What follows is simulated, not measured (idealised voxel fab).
The document below concerns the process module designated voxel ribs on slabs.
Shown is cross-section cut, with a width of 160 nm and square cells of size 5 nm.
Each cross-section below is a grid of square cells, stated as bands in top-down order, with one or more rows of cells making up each band. This entry defines a band. It first specifies the height of the band's top and the height of its bottom in nm, and then specifies the band's materials from left to right, stating each material with its width in nm. The word "all across" identifies a single material that fills the band from edge to edge, while the word "blank" identifies empty space. Heights are expressed relative to 0, this being the level below which the as-received wafer comprises one material exclusively. The lowest band is unbounded in the downward direction and is denoted as in "0 and below". Width spec "30..40" -> top row of cells at first value, bottom row at second value, equal per-row change in between. "left unchanged", as given for a step, is the statement that not any cell of the cross-section underwent a change during that step. Heads up: "Sealed cavities" only lists the empty pockets with no open path to the top that are 8 cells or more, and it writes them as width x height at distance, distance from the left edge, in nm. Post-settings text on a step line: simulator's own remark regarding the step. overlay nm: how far to the right of its planned place the mask lay on this masked step (negative: to the left).

Set out below are the planned steps of the process
1: RECEIVE [material Si]
2: DIRECTIONAL_DEP [material SiO2] [thk nm 30]
3: DIRECTIONAL_DEP [material SiN] [thk nm 25]
4: PATTERN [tone cover] [mask id RIB] [material resist] [width nm 15] [thk nm 15] [overlay nm 0]
5: DIRECTIONAL_ETCH [etch materials SiN] [depth nm 10]
6: STRIP [etch materials resist]
7: PATTERN [tone cover] [mask id SLAB] [material resist] [width nm 55] [thk nm 20] [overlay nm 0]
8: DIRECTIONAL_ETCH [etch materials SiN] [depth nm 15]
9: STRIP [etch materials resist]
10: FILL_DEP [material SiO2] [thk nm 25]
11: CMP [height nm 70]
12: DIRECTIONAL_DEP [material TiN] [thk nm 10]
13: MASKED_ETCH [tone cover] [mask id HEATER] [width nm 25] [etch materials TiN] [depth nm 10] [overlay nm 0]
14: CONFORMAL_DEP [material SiN] [thk nm 10]

Cross-section of the wafer upon arrival, representing the state reached after step 1
    0 and below  Si all across
    Sealed cavities: none

Cross-section: first of two wafers, module finished, run according to plan
    90 down to 80  blank 55 nm / SiN 45 nm / blank 60 nm
    80 down to 70  SiN 65 nm / TiN 25 nm / SiN 70 nm
    70 down to 55  SiO2 all across
    55 down to 45  SiO2 70 nm / SiN 15 nm / SiO2 75 nm
    45 down to 30  SiO2 50 nm / SiN 55 nm / SiO2 55 nm
    30 down to 0  SiO2 all across
    0 and below  Si all across
    Sealed cavities: none

Wafer two cross-section, module end. Start and plan unchanged from wafer one; one mistake made during the run
    90 down to 80  blank 60 nm / SiN 35 nm / blank 65 nm
    80 down to 70  SiN 70 nm / TiN 15 nm / SiN 75 nm
    70 down to 55  SiO2 all across
    55 down to 45  SiO2 70 nm / SiN 15 nm / SiO2 75 nm
    45 down to 30  SiO2 50 nm / SiN 55 nm / SiO2 55 nm
    30 down to 0  SiO2 all across
    0 and below  Si all across
    Sealed cavities: none
Error vs. plan: step 13 went in with a setting other than planned; the actual run was MASKED_ETCH [tone cover] [mask id HEATER] [width nm 15] [etch materials TiN] [depth nm 10] [overlay nm 0]
at the end the second wafer has, in cells: -4 TiN
